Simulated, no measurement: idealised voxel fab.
process module | voxel capacitor over wiring
cross-section cut | 295 nm wide | cells 5 nm
A cross-section is a grid of square cells, given in bands from the top down. A band is one or more rows of cells.
Each band's line starts with the height of the band's top and of its bottom, in nm. Then come its materials from left to right, each with its width in nm. One material with "throughout" fills the band from edge to edge. "air" is empty space.
Height 0 is the level under which the wafer as received is all one material. The lowest band goes on downwards, as in "0 down".
A width such as "30 to 40" changes by the same amount from each row of cells to the next, from the band's top row to its bottom row.
"no change" after a step means that no cell of the cross-section changed.
closed voids: empty space of 8 cells or more with no open way to the top, each as width x height at its distance from the left edge, in nm
after a step's settings: what the simulator itself notes on the step
overlay nm, on a step with a mask: how far to the right of its planned place the mask lay; to the left if negative
Each pair below shows a cross-section before one step and the cross-section after it, down to the lowest band that changed. The line under each pair gives the step between them, with its settings. The pairs can come from different runs of this module on the same starting wafer, so a pair continues from the pair above only where its "before" says so.
before
  90 to 85: TiN 115 | air 5 | TiN 175
  85 to 80: SiO2 110 | TiN 5 | air 5 | TiN 5 | SiO2 170
  80 to 75: SiO2 110 | TiN 15 | SiO2 170
  75 to 70: SiO2 throughout
  70 to 65: SiO2 100 | SiN 70 | SiO2 125
  65 to 60: TiN 95 | SiO2 5 | TiN 70 | SiO2 5 | TiN 120
  60 to 50: SiO2 100 | Ru 15 | SiO2 180
  50 to 45: SiCN 100 | Ru 15 | SiCN 180
  45 to 20: SiO2 85 | TiN 5 | Cu 20 | TiN 5 | SiO2 65 | TiN 5 | Cu 20 | TiN 5 | SiO2 85
  20 to 15: SiCN 85 | TiN 30 | SiCN 65 | TiN 30 | SiCN 85
  15 to 0: SiO2 throughout
  0 down: Si throughout
  closed voids: none
after
  95 to 90: Ru throughout
  90 to 85: TiN 115 | Ru 5 | TiN 175
  85 to 80: SiO2 110 | TiN 5 | Ru 5 | TiN 5 | SiO2 170
  below 80: unchanged
  closed voids: none
the step between: op FILL_DEP | material Ru | thk nm 5
before: the cross-section after the pair above
after
  85 to 80: SiO2 110 | TiN 5 | Ru 5 | TiN 5 | SiO2 170
  below 80: unchanged
  closed voids: none
the step between: op CMP | height nm 85
before: the cross-section after the pair above
after
  90 to 85: SiCN throughout
  below 85: unchanged
  closed voids: none
the step between: op CONFORMAL_DEP | material SiCN | thk nm 5
